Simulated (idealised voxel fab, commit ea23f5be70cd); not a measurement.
process module | voxel ribs on slabs
cross-section cut | 240 nm wide | cells 5 nm
A cross-section is a grid of square cells, given in bands from the top down. A band is one or more rows of cells.
Each band's line starts with the height of the band's top and of its bottom, in nm. Then come its materials from left to right, each with its width in nm. One material with "throughout" fills the band from edge to edge. "air" is empty space.
Height 0 is the level under which the wafer as received is all one material. The lowest band goes on downwards, as in "0 down".
A width such as "30 to 40" changes by the same amount from each row of cells to the next, from the band's top row to its bottom row.
"no change" after a step means that no cell of the cross-section changed.
closed voids: empty space of 8 cells or more with no open way to the top, each as width x height at its distance from the left edge, in nm
after a step's settings: what the simulator itself notes on the step
overlay nm, on a step with a mask: how far to the right of its planned place the mask lay; to the left if negative
plan
1 op RECEIVE | material Si
2 op DIRECTIONAL_DEP | material SiO2 | thk nm 30
3 op DIRECTIONAL_DEP | material SiN | thk nm 20
4 op MASKED_ETCH | tone cover | mask id RIB | width nm 25 | etch materials SiN | depth nm 5 | overlay nm 0
5 op PATTERN | tone cover | mask id SLAB | material resist | width nm 65 | thk nm 20 | overlay nm 0
6 op DIRECTIONAL_ETCH | etch materials SiN | depth nm 15
7 op STRIP | etch materials resist
8 op FILL_DEP | material SiO2 | thk nm 15
9 op CMP | height nm 60
10 op DIRECTIONAL_DEP | material TiN | thk nm 5
11 op DIRECTIONAL_DEP | material aC | thk nm 10
12 op PATTERN | tone cover | mask id HEATER | material resist | width nm 35 | thk nm 25 | overlay nm 0
13 op DIRECTIONAL_ETCH | etch materials aC | depth nm 10
14 op STRIP | etch materials resist
15 op DIRECTIONAL_ETCH | etch materials TiN | depth nm 5
16 op STRIP | etch materials aC
17 op CONFORMAL_DEP | material SiO2 | thk nm 10
as received, after step 1
  0 down: Si throughout
  closed voids: none
first wafer at the end, as planned
  75 to 70: air 90 | SiO2 55 | air 95
  70 to 65: SiO2 throughout
  65 to 60: SiO2 100 | TiN 35 | SiO2 105
  60 to 50: SiO2 throughout
  50 to 45: SiO2 105 | SiN 25 | SiO2 110
  45 to 30: SiO2 85 | SiN 65 | SiO2 90
  30 to 0: SiO2 throughout
  0 down: Si throughout
  closed voids: none
second wafer at the end: like start, like plan, one mistake
  75 to 70: air 90 | SiO2 55 | air 95
  70 to 65: SiO2 throughout
  65 to 60: SiO2 100 | TiN 35 | SiO2 105
  60 to 50: SiO2 throughout
  50 to 45: SiO2 105 | SiN 25 | SiO2 110
  45 to 30: SiO2 80 | SiN 65 | SiO2 95
  30 to 0: SiO2 throughout
  0 down: Si throughout
  closed voids: none
what went wrong: step 5 ran as: op PATTERN | tone cover | mask id SLAB | material resist | width nm 65 | thk nm 20 | overlay nm -5
at the end the second wafer has, in cells: as many of each material as the first, in other places
